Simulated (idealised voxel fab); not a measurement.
process module | voxel transistor to metal
cross-section cut | 285 nm wide | cells 5 nm
A cross-section is a grid of square cells, given in bands from the top down. A band is one or more rows of cells.
Each band's line starts with the height of the band's top and of its bottom, in nm. Then come its materials from left to right, each with its width in nm. One material with "throughout" fills the band from edge to edge. "air" is empty space.
Height 0 is the level under which the wafer as received is all one material. The lowest band goes on downwards, as in "0 down".
A width such as "30 to 40" changes by the same amount from each row of cells to the next, from the band's top row to its bottom row.
"no change" after a step means that no cell of the cross-section changed.
closed voids: empty space of 8 cells or more with no open way to the top, each as width x height at its distance from the left edge, in nm
after a step's settings: what the simulator itself notes on the step
overlay nm, on a step with a mask: how far to the right of its planned place the mask lay; to the left if negative
plan
1 op RECEIVE | material Si
2 op CONFORMAL_DEP | material SiO2 | thk nm 5
3 op CONFORMAL_DEP | material SiN | thk nm 15
4 op PATTERN | tone cover | mask id ACTIVE | material resist | width nm 110 | pitch nm 140 | thk nm 15 | overlay nm 0
5 op DIRECTIONAL_ETCH | etch materials SiN | depth nm 15
6 op DIRECTIONAL_ETCH | etch materials SiO2 | depth nm 5
7 op DIRECTIONAL_ETCH | etch materials Si | depth nm 25
8 op STRIP | etch materials resist
9 op FILL_DEP | material SiO2 | thk nm 15
10 op CMP | height nm 20
11 op SELECTIVE_ETCH | etch materials SiO2 | depth nm 10
12 op STRIP | etch materials SiN
13 op SELECTIVE_ETCH | etch materials SiO2 | depth nm 5
14 op OXIDIZE | depth nm 5
15 op DIRECTIONAL_DEP | material polySi | thk nm 20
16 op DIRECTIONAL_DEP | material SiCN | thk nm 15
17 op MASKED_ETCH | tone cover | mask id GATE | width nm 20 | pitch nm 140 | etch materials SiCN | depth nm 25 | overlay nm 0
18 op MASKED_ETCH | tone cover | mask id GATE | width nm 20 | pitch nm 140 | etch materials polySi | depth nm 30 | overlay nm 0
19 op CONFORMAL_DEP | material SiN | thk nm 10
20 op DIRECTIONAL_ETCH | etch materials SiN | depth nm 10
21 op DIRECTIONAL_ETCH | etch materials SiO2 | depth nm 5
22 op DIRECTIONAL_ETCH | etch materials Si | depth nm 5
23 op EPI | material nSi | thk nm 10
24 op FILL_DEP | material SiO2 | thk nm 5
25 op CMP | height nm 35
26 op DIRECTIONAL_DEP | material SiO2 | thk nm 15
27 op DIRECTIONAL_DEP | material aC | thk nm 15
28 op PATTERN | tone open | mask id CONTACT | material resist | width nm 20 | pitch nm 70 | thk nm 30 | overlay nm 0
29 op DIRECTIONAL_ETCH | etch materials aC | depth nm 15
30 op STRIP | etch materials resist
31 op DIRECTIONAL_ETCH | etch materials SiO2 | depth nm 50
32 op STRIP | etch materials aC
33 op CONFORMAL_DEP | material TiN | thk nm 5
34 op FILL_DEP | material Ru | thk nm 5
35 op CMP | height nm 50
36 op DIRECTIONAL_DEP | material TiN | thk nm 5
37 op DIRECTIONAL_DEP | material W | thk nm 25
38 op PATTERN | tone cover | mask id METAL_1 | material resist | width nm 20 | pitch nm 70 | thk nm 20 | overlay nm 0
39 op DIRECTIONAL_ETCH | etch materials W | depth nm 25
40 op DIRECTIONAL_ETCH | etch materials TiN | depth nm 5
41 op STRIP | etch materials resist
42 op CONFORMAL_DEP | material SiN | thk nm 5
43 op FILL_DEP | material lowk | thk nm 5
44 op CMP | height nm 80
45 op CONFORMAL_DEP | material SiCN | thk nm 5
first wafer, as planned
as received, after step 1
  0 down: Si throughout
  closed voids: none
after step 2
  5 to 0: SiO2 throughout
  below 0: unchanged
after step 3
  20 to 5: SiN throughout
  below 5: unchanged
after step 4
  35 to 20: air 15 | resist 110 | air 30 | resist 110 | air 20
  below 20: unchanged
after step 5
  35 to 20: air 15 | resist 110 | air 30 | resist 110 | air 20
  20 to 5: air 15 | SiN 110 | air 30 | SiN 110 | air 20
  below 5: unchanged
after step 6
  35 to 20: air 15 | resist 110 | air 30 | resist 110 | air 20
  20 to 5: air 15 | SiN 110 | air 30 | SiN 110 | air 20
  5 to 0: air 15 | SiO2 110 | air 30 | SiO2 110 | air 20
  below 0: unchanged
after step 7
  35 to 20: air 15 | resist 110 | air 30 | resist 110 | air 20
  20 to 5: air 15 | SiN 110 | air 30 | SiN 110 | air 20
  5 to 0: air 15 | SiO2 110 | air 30 | SiO2 110 | air 20
  0 to -25: air 15 | Si 110 | air 30 | Si 110 | air 20
  below -25: unchanged
after step 8
  20 to 5: air 15 | SiN 110 | air 30 | SiN 110 | air 20
  below 5: unchanged
after step 9
  35 to 20: SiO2 throughout
  20 to 5: SiO2 15 | SiN 110 | SiO2 30 | SiN 110 | SiO2 20
  5 to 0: SiO2 throughout
  0 to -25: SiO2 15 | Si 110 | SiO2 30 | Si 110 | SiO2 20
  below -25: unchanged
after step 10
  20 to 5: SiO2 15 | SiN 110 | SiO2 30 | SiN 110 | SiO2 20
  below 5: unchanged
after step 11
  20 to 10: air 15 | SiN 110 | air 30 | SiN 110 | air 20
  below 10: unchanged
after step 12
  10 to 5: SiO2 15 | air 110 | SiO2 30 | air 110 | SiO2 20
  below 5: unchanged
after step 13
  5 to 0: SiO2 10 | air 120 | SiO2 20 | air 120 | SiO2 15
  below 0: unchanged
after step 14
  5 to 0: SiO2 10 | air 120 | SiO2 20 | air 120 | SiO2 15
  0 to -5: SiO2 throughout
  below -5: unchanged
after step 15
  25 to 20: polySi 10 | air 120 | polySi 20 | air 120 | polySi 15
  20 to 5: polySi throughout
  5 to 0: SiO2 10 | polySi 120 | SiO2 20 | polySi 120 | SiO2 15
  below 0: unchanged
after step 16
  40 to 35: SiCN 10 | air 120 | SiCN 20 | air 120 | SiCN 15
  35 to 25: SiCN throughout
  25 to 20: polySi 10 | SiCN 120 | polySi 20 | SiCN 120 | polySi 15
  below 20: unchanged
after step 17
  35 to 25: air 60 | SiCN 20 | air 120 | SiCN 20 | air 65
  25 to 20: polySi 10 | air 50 | SiCN 20 | air 50 | polySi 20 | air 50 | SiCN 20 | air 50 | polySi 15
  below 20: unchanged
after step 18
  35 to 20: air 60 | SiCN 20 | air 120 | SiCN 20 | air 65
  20 to 5: air 60 | polySi 20 | air 120 | polySi 20 | air 65
  5 to 0: SiO2 10 | air 50 | polySi 20 | air 50 | SiO2 20 | air 50 | polySi 20 | air 50 | SiO2 15
  below 0: unchanged
after step 19
  45 to 35: air 50 | SiN 40 | air 100 | SiN 40 | air 55
  35 to 20: air 50 | SiN 10 | SiCN 20 | SiN 10 | air 100 | SiN 10 | SiCN 20 | SiN 10 | air 55
  20 to 15: air 50 | SiN 10 | polySi 20 | SiN 10 | air 100 | SiN 10 | polySi 20 | SiN 10 | air 55
  15 to 10: SiN 20 | air 30 | SiN 10 | polySi 20 | SiN 10 | air 30 | SiN 40 | air 30 | SiN 10 | polySi 20 | SiN 10 | air 30 | SiN 25
  10 to 5: SiN 60 | polySi 20 | SiN 120 | polySi 20 | SiN 65
  5 to 0: SiO2 10 | SiN 50 | polySi 20 | SiN 50 | SiO2 20 | SiN 50 | polySi 20 | SiN 50 | SiO2 15
  below 0: unchanged
after step 20
  35 to 20: air 50 | SiN 10 | SiCN 20 | SiN 10 | air 100 | SiN 10 | SiCN 20 | SiN 10 | air 55
  20 to 5: air 50 | SiN 10 | polySi 20 | SiN 10 | air 100 | SiN 10 | polySi 20 | SiN 10 | air 55
  5 to 0: SiO2 10 | SiN 10 | air 30 | SiN 10 | polySi 20 | SiN 10 | air 30 | SiN 10 | SiO2 20 | SiN 10 | air 30 | SiN 10 | polySi 20 | SiN 10 | air 30 | SiN 10 | SiO2 15
  below 0: unchanged
after step 21
  35 to 20: air 50 | SiN 10 | SiCN 20 | SiN 10 | air 100 | SiN 10 | SiCN 20 | SiN 10 | air 55
  20 to 5: air 50 | SiN 10 | polySi 20 | SiN 10 | air 100 | SiN 10 | polySi 20 | SiN 10 | air 55
  5 to 0: air 10 | SiN 10 | air 30 | SiN 10 | polySi 20 | SiN 10 | air 30 | SiN 10 | air 20 | SiN 10 | air 30 | SiN 10 | polySi 20 | SiN 10 | air 30 | SiN 10 | air 15
  0 to -5: SiO2 20 | air 30 | SiO2 40 | air 30 | SiO2 40 | air 30 | SiO2 40 | air 30 | SiO2 25
  below -5: unchanged
after step 22
  35 to 20: air 50 | SiN 10 | SiCN 20 | SiN 10 | air 100 | SiN 10 | SiCN 20 | SiN 10 | air 55
  20 to 5: air 50 | SiN 10 | polySi 20 | SiN 10 | air 100 | SiN 10 | polySi 20 | SiN 10 | air 55
  5 to 0: air 10 | SiN 10 | air 30 | SiN 10 | polySi 20 | SiN 10 | air 30 | SiN 10 | air 20 | SiN 10 | air 30 | SiN 10 | polySi 20 | SiN 10 | air 30 | SiN 10 | air 15
  0 to -5: SiO2 20 | air 30 | SiO2 40 | air 30 | SiO2 40 | air 30 | SiO2 40 | air 30 | SiO2 25
  -5 to -10: SiO2 15 | Si 5 | air 30 | Si 40 | air 30 | Si 5 | SiO2 30 | Si 5 | air 30 | Si 40 | air 30 | Si 5 | SiO2 20
  below -10: unchanged
after step 23
  35 to 20: air 50 | SiN 10 | SiCN 20 | SiN 10 | air 100 | SiN 10 | SiCN 20 | SiN 10 | air 55
  20 to 5: air 50 | SiN 10 | polySi 20 | SiN 10 | air 100 | SiN 10 | polySi 20 | SiN 10 | air 55
  5 to 0: air 10 | SiN 10 | nSi 10 | air 10 | nSi 10 | SiN 10 | polySi 20 | SiN 10 | nSi 10 | air 10 | nSi 10 | SiN 10 | air 20 | SiN 10 | nSi 10 | air 10 | nSi 10 | SiN 10 | polySi 20 | SiN 10 | nSi 10 | air 10 | nSi 10 | SiN 10 | air 15
  0 to -5: SiO2 20 | nSi 30 | SiO2 40 | nSi 30 | SiO2 40 | nSi 30 | SiO2 40 | nSi 30 | SiO2 25
  -5 to -10: SiO2 15 | Si 5 | nSi 30 | Si 40 | nSi 30 | Si 5 | SiO2 30 | Si 5 | nSi 30 | Si 40 | nSi 30 | Si 5 | SiO2 20
  below -10: unchanged
after step 24
  40 to 35: SiO2 throughout
  35 to 20: SiO2 50 | SiN 10 | SiCN 20 | SiN 10 | SiO2 100 | SiN 10 | SiCN 20 | SiN 10 | SiO2 55
  20 to 5: SiO2 50 | SiN 10 | polySi 20 | SiN 10 | SiO2 100 | SiN 10 | polySi 20 | SiN 10 | SiO2 55
  5 to 0: SiO2 10 | SiN 10 | nSi 10 | SiO2 10 | nSi 10 | SiN 10 | polySi 20 | SiN 10 | nSi 10 | SiO2 10 | nSi 10 | SiN 10 | SiO2 20 | SiN 10 | nSi 10 | SiO2 10 | nSi 10 | SiN 10 | polySi 20 | SiN 10 | nSi 10 | SiO2 10 | nSi 10 | SiN 10 | SiO2 15
  below 0: unchanged
after step 25
  35 to 20: SiO2 50 | SiN 10 | SiCN 20 | SiN 10 | SiO2 100 | SiN 10 | SiCN 20 | SiN 10 | SiO2 55
  below 20: unchanged
after step 26
  50 to 35: SiO2 throughout
  below 35: unchanged
after step 27
  65 to 50: aC throughout
  below 50: unchanged
after step 28
  95 to 65: resist 25 | air 20 | resist 50 | air 20 | resist 50 | air 20 | resist 50 | air 20 | resist 30
  below 65: unchanged
after step 29
  80 to 65: resist 25 | air 20 | resist 50 | air 20 | resist 50 | air 20 | resist 50 | air 20 | resist 30
  65 to 50: aC 25 | air 20 | aC 50 | air 20 | aC 50 | air 20 | aC 50 | air 20 | aC 30
  below 50: unchanged
after step 30
  65 to 50: aC 25 | air 20 | aC 50 | air 20 | aC 50 | air 20 | aC 50 | air 20 | aC 30
  below 50: unchanged
after step 31
  65 to 50: aC 25 | air 20 | aC 50 | air 20 | aC 50 | air 20 | aC 50 | air 20 | aC 30
  50 to 35: SiO2 25 | air 20 | SiO2 50 | air 20 | SiO2 50 | air 20 | SiO2 50 | air 20 | SiO2 30
  35 to 20: SiO2 25 | air 20 | SiO2 5 | SiN 10 | SiCN 20 | SiN 10 | SiO2 5 | air 20 | SiO2 50 | air 20 | SiO2 5 | SiN 10 | SiCN 20 | SiN 10 | SiO2 5 | air 20 | SiO2 30
  20 to 5: SiO2 25 | air 20 | SiO2 5 | SiN 10 | polySi 20 | SiN 10 | SiO2 5 | air 20 | SiO2 50 | air 20 | SiO2 5 | SiN 10 | polySi 20 | SiN 10 | SiO2 5 | air 20 | SiO2 30
  5 to 0: SiO2 10 | SiN 10 | nSi 10 | air 10 | nSi 10 | SiN 10 | polySi 20 | SiN 10 | nSi 10 | air 10 | nSi 10 | SiN 10 | SiO2 20 | SiN 10 | nSi 10 | air 10 | nSi 10 | SiN 10 | polySi 20 | SiN 10 | nSi 10 | air 10 | nSi 10 | SiN 10 | SiO2 15
  below 0: unchanged
after step 32
  50 to 35: SiO2 25 | air 20 | SiO2 50 | air 20 | SiO2 50 | air 20 | SiO2 50 | air 20 | SiO2 30
  below 35: unchanged
after step 33
  55 to 50: TiN 30 | air 10 | TiN 60 | air 10 | TiN 60 | air 10 | TiN 60 | air 10 | TiN 35
  50 to 35: SiO2 25 | TiN 5 | air 10 | TiN 5 | SiO2 50 | TiN 5 | air 10 | TiN 5 | SiO2 50 | TiN 5 | air 10 | TiN 5 | SiO2 50 | TiN 5 | air 10 | TiN 5 | SiO2 30
  35 to 20: SiO2 25 | TiN 5 | air 10 | TiN 5 | SiO2 5 | SiN 10 | SiCN 20 | SiN 10 | SiO2 5 | TiN 5 | air 10 | TiN 5 | SiO2 50 | TiN 5 | air 10 | TiN 5 | SiO2 5 | SiN 10 | SiCN 20 | SiN 10 | SiO2 5 | TiN 5 | air 10 | TiN 5 | SiO2 30
  20 to 10: SiO2 25 | TiN 5 | air 10 | TiN 5 | SiO2 5 | SiN 10 | polySi 20 | SiN 10 | SiO2 5 | TiN 5 | air 10 | TiN 5 | SiO2 50 | TiN 5 | air 10 | TiN 5 | SiO2 5 | SiN 10 | polySi 20 | SiN 10 | SiO2 5 | TiN 5 | air 10 | TiN 5 | SiO2 30
  10 to 5: SiO2 25 | TiN 20 | SiO2 5 | SiN 10 | polySi 20 | SiN 10 | SiO2 5 | TiN 20 | SiO2 50 | TiN 20 | SiO2 5 | SiN 10 | polySi 20 | SiN 10 | SiO2 5 | TiN 20 | SiO2 30
  5 to 0: SiO2 10 | SiN 10 | nSi 10 | TiN 10 | nSi 10 | SiN 10 | polySi 20 | SiN 10 | nSi 10 | TiN 10 | nSi 10 | SiN 10 | SiO2 20 | SiN 10 | nSi 10 | TiN 10 | nSi 10 | SiN 10 | polySi 20 | SiN 10 | nSi 10 | TiN 10 | nSi 10 | SiN 10 | SiO2 15
  below 0: unchanged
after step 34
  60 to 55: Ru throughout
  55 to 50: TiN 30 | Ru 10 | TiN 60 | Ru 10 | TiN 60 | Ru 10 | TiN 60 | Ru 10 | TiN 35
  50 to 35: SiO2 25 | TiN 5 | Ru 10 | TiN 5 | SiO2 50 | TiN 5 | Ru 10 | TiN 5 | SiO2 50 | TiN 5 | Ru 10 | TiN 5 | SiO2 50 | TiN 5 | Ru 10 | TiN 5 | SiO2 30
  35 to 20: SiO2 25 | TiN 5 | Ru 10 | TiN 5 | SiO2 5 | SiN 10 | SiCN 20 | SiN 10 | SiO2 5 | TiN 5 | Ru 10 | TiN 5 | SiO2 50 | TiN 5 | Ru 10 | TiN 5 | SiO2 5 | SiN 10 | SiCN 20 | SiN 10 | SiO2 5 | TiN 5 | Ru 10 | TiN 5 | SiO2 30
  20 to 10: SiO2 25 | TiN 5 | Ru 10 | TiN 5 | SiO2 5 | SiN 10 | polySi 20 | SiN 10 | SiO2 5 | TiN 5 | Ru 10 | TiN 5 | SiO2 50 | TiN 5 | Ru 10 | TiN 5 | SiO2 5 | SiN 10 | polySi 20 | SiN 10 | SiO2 5 | TiN 5 | Ru 10 | TiN 5 | SiO2 30
  below 10: unchanged
after step 35
  50 to 35: SiO2 25 | TiN 5 | Ru 10 | TiN 5 | SiO2 50 | TiN 5 | Ru 10 | TiN 5 | SiO2 50 | TiN 5 | Ru 10 | TiN 5 | SiO2 50 | TiN 5 | Ru 10 | TiN 5 | SiO2 30
  below 35: unchanged
after step 36
  55 to 50: TiN throughout
  below 50: unchanged
after step 37
  80 to 55: W throughout
  below 55: unchanged
after step 38
  100 to 80: air 25 | resist 20 | air 50 | resist 20 | air 50 | resist 20 | air 50 | resist 20 | air 30
  below 80: unchanged
after step 39
  100 to 80: air 25 | resist 20 | air 50 | resist 20 | air 50 | resist 20 | air 50 | resist 20 | air 30
  80 to 55: air 25 | W 20 | air 50 | W 20 | air 50 | W 20 | air 50 | W 20 | air 30
  below 55: unchanged
after step 40
  100 to 80: air 25 | resist 20 | air 50 | resist 20 | air 50 | resist 20 | air 50 | resist 20 | air 30
  80 to 55: air 25 | W 20 | air 50 | W 20 | air 50 | W 20 | air 50 | W 20 | air 30
  55 to 50: air 25 | TiN 20 | air 50 | TiN 20 | air 50 | TiN 20 | air 50 | TiN 20 | air 30
  below 50: unchanged
after step 41
  80 to 55: air 25 | W 20 | air 50 | W 20 | air 50 | W 20 | air 50 | W 20 | air 30
  below 55: unchanged
after step 42
  85 to 80: air 20 | SiN 30 | air 40 | SiN 30 | air 40 | SiN 30 | air 40 | SiN 30 | air 25
  80 to 55: air 20 | SiN 5 | W 20 | SiN 5 | air 40 | SiN 5 | W 20 | SiN 5 | air 40 | SiN 5 | W 20 | SiN 5 | air 40 | SiN 5 | W 20 | SiN 5 | air 25
  55 to 50: SiN 25 | TiN 20 | SiN 50 | TiN 20 | SiN 50 | TiN 20 | SiN 50 | TiN 20 | SiN 30
  below 50: unchanged
after step 43
  90 to 85: lowk throughout
  85 to 80: lowk 20 | SiN 30 | lowk 40 | SiN 30 | lowk 40 | SiN 30 | lowk 40 | SiN 30 | lowk 25
  80 to 55: lowk 20 | SiN 5 | W 20 | SiN 5 | lowk 40 | SiN 5 | W 20 | SiN 5 | lowk 40 | SiN 5 | W 20 | SiN 5 | lowk 40 | SiN 5 | W 20 | SiN 5 | lowk 25
  below 55: unchanged
after step 44
  80 to 55: lowk 20 | SiN 5 | W 20 | SiN 5 | lowk 40 | SiN 5 | W 20 | SiN 5 | lowk 40 | SiN 5 | W 20 | SiN 5 | lowk 40 | SiN 5 | W 20 | SiN 5 | lowk 25
  below 55: unchanged
after step 45
  85 to 80: SiCN throughout
  below 80: unchanged
second wafer: like start, like plan, one mistake. Through step 9 it matches the first wafer
when step 10 should have ended: no change
when step 11 should have ended
  25 to 20: SiO2 throughout
  below 20: unchanged
when step 12 should have ended: no change
when step 13 should have ended
  20 to 5: SiO2 15 | SiN 110 | SiO2 30 | SiN 110 | SiO2 20
  below 5: unchanged
when step 14 should have ended: no change
when step 15 should have ended
  40 to 20: polySi throughout
  below 20: unchanged
when step 16 should have ended
  55 to 40: SiCN throughout
  below 40: unchanged
when step 17 should have ended
  55 to 40: air 60 | SiCN 20 | air 120 | SiCN 20 | air 65
  below 40: unchanged
when step 18 should have ended
  55 to 40: air 60 | SiCN 20 | air 120 | SiCN 20 | air 65
  40 to 20: air 60 | polySi 20 | air 120 | polySi 20 | air 65
  below 20: unchanged
when step 19 should have ended
  65 to 55: air 50 | SiN 40 | air 100 | SiN 40 | air 55
  55 to 40: air 50 | SiN 10 | SiCN 20 | SiN 10 | air 100 | SiN 10 | SiCN 20 | SiN 10 | air 55
  40 to 30: air 50 | SiN 10 | polySi 20 | SiN 10 | air 100 | SiN 10 | polySi 20 | SiN 10 | air 55
  30 to 20: SiN 60 | polySi 20 | SiN 120 | polySi 20 | SiN 65
  below 20: unchanged
when step 20 should have ended
  55 to 40: air 50 | SiN 10 | SiCN 20 | SiN 10 | air 100 | SiN 10 | SiCN 20 | SiN 10 | air 55
  40 to 20: air 50 | SiN 10 | polySi 20 | SiN 10 | air 100 | SiN 10 | polySi 20 | SiN 10 | air 55
  below 20: unchanged
when step 21 should have ended
  55 to 40: air 50 | SiN 10 | SiCN 20 | SiN 10 | air 100 | SiN 10 | SiCN 20 | SiN 10 | air 55
  40 to 20: air 50 | SiN 10 | polySi 20 | SiN 10 | air 100 | SiN 10 | polySi 20 | SiN 10 | air 55
  20 to 15: air 15 | SiN 110 | air 30 | SiN 110 | air 20
  below 15: unchanged
when step 22 should have ended: no change
when step 23 should have ended: no change
when step 24 should have ended
  60 to 55: SiO2 throughout
  55 to 40: SiO2 50 | SiN 10 | SiCN 20 | SiN 10 | SiO2 100 | SiN 10 | SiCN 20 | SiN 10 | SiO2 55
  40 to 20: SiO2 50 | SiN 10 | polySi 20 | SiN 10 | SiO2 100 | SiN 10 | polySi 20 | SiN 10 | SiO2 55
  20 to 5: SiO2 15 | SiN 110 | SiO2 30 | SiN 110 | SiO2 20
  below 5: unchanged
when step 25 should have ended
  35 to 20: SiO2 50 | SiN 10 | polySi 20 | SiN 10 | SiO2 100 | SiN 10 | polySi 20 | SiN 10 | SiO2 55
  below 20: unchanged
when step 26 should have ended
  50 to 35: SiO2 throughout
  below 35: unchanged
when step 27 should have ended
  65 to 50: aC throughout
  below 50: unchanged
when step 28 should have ended
  95 to 65: resist 25 | air 20 | resist 50 | air 20 | resist 50 | air 20 | resist 50 | air 20 | resist 30
  below 65: unchanged
when step 29 should have ended
  80 to 65: resist 25 | air 20 | resist 50 | air 20 | resist 50 | air 20 | resist 50 | air 20 | resist 30
  65 to 50: aC 25 | air 20 | aC 50 | air 20 | aC 50 | air 20 | aC 50 | air 20 | aC 30
  below 50: unchanged
when step 30 should have ended
  65 to 50: aC 25 | air 20 | aC 50 | air 20 | aC 50 | air 20 | aC 50 | air 20 | aC 30
  below 50: unchanged
when step 31 should have ended
  65 to 50: aC 25 | air 20 | aC 50 | air 20 | aC 50 | air 20 | aC 50 | air 20 | aC 30
  50 to 35: SiO2 25 | air 20 | SiO2 50 | air 20 | SiO2 50 | air 20 | SiO2 50 | air 20 | SiO2 30
  35 to 20: SiO2 25 | air 20 | SiO2 5 | SiN 10 | polySi 20 | SiN 10 | SiO2 5 | air 20 | SiO2 50 | air 20 | SiO2 5 | SiN 10 | polySi 20 | SiN 10 | SiO2 5 | air 20 | SiO2 30
  below 20: unchanged
when step 32 should have ended
  50 to 35: SiO2 25 | air 20 | SiO2 50 | air 20 | SiO2 50 | air 20 | SiO2 50 | air 20 | SiO2 30
  below 35: unchanged
when step 33 should have ended
  55 to 50: TiN 30 | air 10 | TiN 60 | air 10 | TiN 60 | air 10 | TiN 60 | air 10 | TiN 35
  50 to 35: SiO2 25 | TiN 5 | air 10 | TiN 5 | SiO2 50 | TiN 5 | air 10 | TiN 5 | SiO2 50 | TiN 5 | air 10 | TiN 5 | SiO2 50 | TiN 5 | air 10 | TiN 5 | SiO2 30
  35 to 25: SiO2 25 | TiN 5 | air 10 | TiN 5 | SiO2 5 | SiN 10 | polySi 20 | SiN 10 | SiO2 5 | TiN 5 | air 10 | TiN 5 | SiO2 50 | TiN 5 | air 10 | TiN 5 | SiO2 5 | SiN 10 | polySi 20 | SiN 10 | SiO2 5 | TiN 5 | air 10 | TiN 5 | SiO2 30
  25 to 20: SiO2 25 | TiN 20 | SiO2 5 | SiN 10 | polySi 20 | SiN 10 | SiO2 5 | TiN 20 | SiO2 50 | TiN 20 | SiO2 5 | SiN 10 | polySi 20 | SiN 10 | SiO2 5 | TiN 20 | SiO2 30
  below 20: unchanged
when step 34 should have ended
  60 to 55: Ru throughout
  55 to 50: TiN 30 | Ru 10 | TiN 60 | Ru 10 | TiN 60 | Ru 10 | TiN 60 | Ru 10 | TiN 35
  50 to 35: SiO2 25 | TiN 5 | Ru 10 | TiN 5 | SiO2 50 | TiN 5 | Ru 10 | TiN 5 | SiO2 50 | TiN 5 | Ru 10 | TiN 5 | SiO2 50 | TiN 5 | Ru 10 | TiN 5 | SiO2 30
  35 to 25: SiO2 25 | TiN 5 | Ru 10 | TiN 5 | SiO2 5 | SiN 10 | polySi 20 | SiN 10 | SiO2 5 | TiN 5 | Ru 10 | TiN 5 | SiO2 50 | TiN 5 | Ru 10 | TiN 5 | SiO2 5 | SiN 10 | polySi 20 | SiN 10 | SiO2 5 | TiN 5 | Ru 10 | TiN 5 | SiO2 30
  below 25: unchanged
when step 35 should have ended
  50 to 35: SiO2 25 | TiN 5 | Ru 10 | TiN 5 | SiO2 50 | TiN 5 | Ru 10 | TiN 5 | SiO2 50 | TiN 5 | Ru 10 | TiN 5 | SiO2 50 | TiN 5 | Ru 10 | TiN 5 | SiO2 30
  below 35: unchanged
when step 36 should have ended
  55 to 50: TiN throughout
  below 50: unchanged
when step 37 should have ended
  80 to 55: W throughout
  below 55: unchanged
when step 38 should have ended
  100 to 80: air 25 | resist 20 | air 50 | resist 20 | air 50 | resist 20 | air 50 | resist 20 | air 30
  below 80: unchanged
when step 39 should have ended
  100 to 80: air 25 | resist 20 | air 50 | resist 20 | air 50 | resist 20 | air 50 | resist 20 | air 30
  80 to 55: air 25 | W 20 | air 50 | W 20 | air 50 | W 20 | air 50 | W 20 | air 30
  below 55: unchanged
when step 40 should have ended
  100 to 80: air 25 | resist 20 | air 50 | resist 20 | air 50 | resist 20 | air 50 | resist 20 | air 30
  80 to 55: air 25 | W 20 | air 50 | W 20 | air 50 | W 20 | air 50 | W 20 | air 30
  55 to 50: air 25 | TiN 20 | air 50 | TiN 20 | air 50 | TiN 20 | air 50 | TiN 20 | air 30
  below 50: unchanged
when step 41 should have ended
  80 to 55: air 25 | W 20 | air 50 | W 20 | air 50 | W 20 | air 50 | W 20 | air 30
  below 55: unchanged
when step 42 should have ended
  85 to 80: air 20 | SiN 30 | air 40 | SiN 30 | air 40 | SiN 30 | air 40 | SiN 30 | air 25
  80 to 55: air 20 | SiN 5 | W 20 | SiN 5 | air 40 | SiN 5 | W 20 | SiN 5 | air 40 | SiN 5 | W 20 | SiN 5 | air 40 | SiN 5 | W 20 | SiN 5 | air 25
  55 to 50: SiN 25 | TiN 20 | SiN 50 | TiN 20 | SiN 50 | TiN 20 | SiN 50 | TiN 20 | SiN 30
  below 50: unchanged
when step 43 should have ended
  90 to 85: lowk throughout
  85 to 80: lowk 20 | SiN 30 | lowk 40 | SiN 30 | lowk 40 | SiN 30 | lowk 40 | SiN 30 | lowk 25
  80 to 55: lowk 20 | SiN 5 | W 20 | SiN 5 | lowk 40 | SiN 5 | W 20 | SiN 5 | lowk 40 | SiN 5 | W 20 | SiN 5 | lowk 40 | SiN 5 | W 20 | SiN 5 | lowk 25
  below 55: unchanged
when step 44 should have ended
  80 to 55: lowk 20 | SiN 5 | W 20 | SiN 5 | lowk 40 | SiN 5 | W 20 | SiN 5 | lowk 40 | SiN 5 | W 20 | SiN 5 | lowk 40 | SiN 5 | W 20 | SiN 5 | lowk 25
  below 55: unchanged
when step 45 should have ended
  85 to 80: SiCN throughout
  below 80: unchanged
what went wrong: step 10 was left out
at the end the second wafer has, in cells: 24 fewer of Ru | 68 more of Si | 24 fewer of SiCN | 92 more of SiN | 8 fewer of SiO2 | 32 fewer of TiN | 64 fewer of nSi | 8 fewer of polySi
